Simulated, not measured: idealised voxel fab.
Herein follows the process module entitled voxel plated lines.
The width of the displayed cross-section, cut, is 260 nm; its cells are square, with a size of 5 nm.
Reading order for cross-sections: top band down to bottom band. Underlying form: a grid of square cells. Band size: one or more rows of cells.
Within each band entry, the heights of the top and of the bottom of the band appear first, in that order and in nm; the materials of the band then follow from left to right, each with its corresponding width in nm. The designation "full width" on a single material indicates that it fills the band from edge to edge; the designation "blank" indicates empty space.
Height 0 is the level under which the wafer as received is all one material. The lowest band goes on downwards, as in "0 nm and below".
A width given as "30 to 40" starts at the first number in the band's top row and ends at the second number in its bottom row, shifting by an equal amount at every step from row to row.
"nothing different" (step): cross-section cells unchanged, all of them.
"Sealed void list" - sealed voids, min. 8 cells, no opening to top; format: width x height at distance (distance from left edge; nm throughout).
Note: text after step settings on the step line = simulator remark on that step.
A step line may carry the setting "overlay nm", which, for steps involving a mask, states the distance by which the mask lay to the right of its intended position; negative values denote displacement to the left.
Process steps foreseen in the plan
- 1: RECEIVE [material Si]
- 2: CONFORMAL_DEP [material Al2O3] [thk nm 10]
- 3: DIRECTIONAL_DEP [material TiN] [thk nm 5]
- 4: PATTERN [tone open] [mask id LINES] [material resist] [width nm 20] [pitch nm 40] [thk nm 35] [overlay nm 0]
- 5: EPI [material Ru] [thk nm 10]
- 6: EPI [material Ru] [thk nm 5]
- 7: EPI [material Ru] [thk nm 10]
- 8: STRIP [etch materials resist]
- 9: DIRECTIONAL_ETCH [etch materials TiN] [depth nm 5]
- 10: CONFORMAL_DEP [material SiO2] [thk nm 10]
Cross-section of the incoming wafer, state after step 1
0 nm and below  Si full width
Sealed void list: none
first wafer at the end, as planned
50 nm to 40 nm  blank 50 nm | SiO2 160 nm | blank 50 nm
40 nm to 20 nm  blank 50 nm | SiO2 10 nm | Ru 20 nm | SiO2 20 nm | Ru 20 nm | SiO2 20 nm | Ru 20 nm | SiO2 20 nm | Ru 20 nm | SiO2 10 nm | blank 50 nm
20 nm to 15 nm  SiO2 60 nm | Ru 20 nm | SiO2 20 nm | Ru 20 nm | SiO2 20 nm | Ru 20 nm | SiO2 20 nm | Ru 20 nm | SiO2 60 nm
15 nm to 10 nm  SiO2 60 nm | TiN 20 nm | SiO2 20 nm | TiN 20 nm | SiO2 20 nm | TiN 20 nm | SiO2 20 nm | TiN 20 nm | SiO2 60 nm
10 nm to 0 nm  Al2O3 full width
0 nm and below  Si full width
Sealed void list: none
The second wafer, shown in cross-section after the module: started the same way as the first and given the same plan, yet one mistake crept into how it was run
50 nm to 40 nm  blank 50 nm | SiO2 160 nm | blank 50 nm
40 nm to 35 nm  blank 50 nm | SiO2 10 nm | Ru 20 nm | SiO2 20 nm | Ru 20 nm | SiO2 20 nm | Ru 20 nm | SiO2 20 nm | Ru 20 nm | SiO2 10 nm | blank 50 nm
35 nm to 25 nm  SiO2 60 nm | Ru 20 nm | SiO2 20 nm | Ru 20 nm | SiO2 20 nm | Ru 20 nm | SiO2 20 nm | Ru 20 nm | SiO2 60 nm
25 nm to 15 nm  Ru full width
15 nm to 10 nm  TiN full width
10 nm to 0 nm  Al2O3 full width
0 nm and below  Si full width
Sealed void list: none
Deviation noted in wafer processing: a sequencing error occurred in which plan steps 4 and 5 were transposed
Looking at both finished wafers in cells, the second ends up ahead of or behind the first on some materials: Ru: 72 more | SiO2: 48 fewer | TiN: 36 more
